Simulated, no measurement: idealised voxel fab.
Herein follows the process module entitled voxel plated lines.
Square cells of 5 nm make up the cross-section cut, whose width is 170 nm.
When this document writes out a cross-section, it uses a grid of square cells and lists it as bands, beginning at the top and moving down, with a band standing for one or more rows of cells. The entry gives the band's vertical extent as a top height and a bottom height in nm, then its horizontal make-up as materials from left to right, each with a width in nm. "blank" stands for empty space; a single material marked "everywhere" fills the band edge to edge. The level at which height equals 0 is the one under which the wafer, as it arrives, is entirely one material. No lower edge exists for the bottom band, which continues downward and is notated as in "0 -> down". The notation "30->40" denotes a width that varies across the rows of cells in the band, beginning at the first number in the top row, finishing at the second number in the bottom row, and changing by an identical amount from each row to the next. A step reported as "left unchanged" is a step in which no cell of the cross-section changed. You'll see "Voids lacking openings" listing empty spaces that have no way open to the top, as long as they're 8 cells or more; the notation is width x height at distance, where the distance is from the left edge, and all of it is in nm. What comes after the settings on a step's line is commentary from the simulator itself on that step. overlay nm: step with mask; distance mask lay right of planned place; negative value = left of planned place.

# The steps planned for the process are as follows
1. RECEIVE with material Si
2. CONFORMAL_DEP with material SiN, thk nm 5
3. DIRECTIONAL_DEP with material TiN, thk nm 5
4. PATTERN with tone open, mask id LINES, material resist, width nm 25, pitch nm 40, thk nm 25, overlay nm 0
5. EPI with material Ru, thk nm 5
6. EPI with material Ru, thk nm 5
7. STRIP with etch materials resist
8. DIRECTIONAL_ETCH with etch materials TiN, depth nm 5
9. CONFORMAL_DEP with material SiO2, thk nm 5

# The following pertains to the first of two wafers, which was processed as planned

# Received-state cross-section, reflecting completion of step 1
    0 -> down = Si everywhere
    Voids lacking openings: none

# State of the wafer after step 2, shown in cross-section
    5 -> 0 = SiN everywhere
    No changes below 0.

# State of the wafer after step 3, shown in cross-section
    10 -> 5 = TiN everywhere
    No changes below 5.

# State of the wafer after step 4, shown in cross-section
    35 -> 10 = 50 of resist, 25 of blank, 15 of resist, 25 of blank, 55 of resist
    No changes below 10.

# State of the wafer after step 5, shown in cross-section
    35 -> 15 = 50 of resist, 25 of blank, 15 of resist, 25 of blank, 55 of resist
    15 -> 10 = 50 of resist, 25 of Ru, 15 of resist, 25 of Ru, 55 of resist
    No changes below 10.

# State of the wafer after step 6, shown in cross-section
    35 -> 20 = 50 of resist, 25 of blank, 15 of resist, 25 of blank, 55 of resist
    20 -> 10 = 50 of resist, 25 of Ru, 15 of resist, 25 of Ru, 55 of resist
    No changes below 10.

# State of the wafer after step 7, shown in cross-section
    20 -> 10 = 50 of blank, 25 of Ru, 15 of blank, 25 of Ru, 55 of blank
    No changes below 10.

# State of the wafer after step 8, shown in cross-section
    20 -> 10 = 50 of blank, 25 of Ru, 15 of blank, 25 of Ru, 55 of blank
    10 -> 5 = 50 of blank, 25 of TiN, 15 of blank, 25 of TiN, 55 of blank
    No changes below 5.

# State of the wafer after step 9, shown in cross-section
    25 -> 20 = 45 of blank, 35 of SiO2, 5 of blank, 35 of SiO2, 50 of blank
    20 -> 10 = 45 of blank, 5 of SiO2, 25 of Ru, 5 of SiO2, 5 of blank, 5 of SiO2, 25 of Ru, 5 of SiO2, 50 of blank
    10 -> 5 = 50 of SiO2, 25 of TiN, 15 of SiO2, 25 of TiN, 55 of SiO2
    No changes below 5.

# Second Wafer (Identical Start and Plan, One Processing Error; Matches First Wafer Through Step 3)

# Cross-section, second wafer, at the end time the plan gives for step 4
    35 -> 10 = 50 of blank, 25 of resist, 15 of blank, 25 of resist, 55 of blank
    No changes below 10.

# Cross-section, second wafer, at the end time the plan gives for step 5
    35 -> 15 = 50 of blank, 25 of resist, 15 of blank, 25 of resist, 55 of blank
    15 -> 10 = 50 of Ru, 25 of resist, 15 of Ru, 25 of resist, 55 of Ru
    No changes below 10.

# Cross-section, second wafer, at the end time the plan gives for step 6
    35 -> 20 = 50 of blank, 25 of resist, 15 of blank, 25 of resist, 55 of blank
    20 -> 10 = 50 of Ru, 25 of resist, 15 of Ru, 25 of resist, 55 of Ru
    No changes below 10.

# Cross-section, second wafer, at the end time the plan gives for step 7
    20 -> 10 = 50 of Ru, 25 of blank, 15 of Ru, 25 of blank, 55 of Ru
    No changes below 10.

# Cross-section, second wafer, at the end time the plan gives for step 8
    20 -> 10 = 50 of Ru, 25 of blank, 15 of Ru, 25 of blank, 55 of Ru
    10 -> 5 = 50 of TiN, 25 of blank, 15 of TiN, 25 of blank, 55 of TiN
    No changes below 5.

# Cross-section, second wafer, at the end time the plan gives for step 9
    25 -> 20 = 55 of SiO2, 15 of blank, 25 of SiO2, 15 of blank, 60 of SiO2
    20 -> 10 = 50 of Ru, 5 of SiO2, 15 of blank, 5 of SiO2, 15 of Ru, 5 of SiO2, 15 of blank, 5 of SiO2, 55 of Ru
    10 -> 5 = 50 of TiN, 25 of SiO2, 15 of TiN, 25 of SiO2, 55 of TiN
    No changes below 5.
Run error: step 4 was run on a setting that differed from the plan, and what really ran there is PATTERN with tone cover, mask id LINES, material resist, width nm 25, pitch nm 40, thk nm 25, overlay nm 0
Bottom line after processing is that, in cells, the second wafer is up or down on some materials versus the first: +28 Ru, +14 TiN
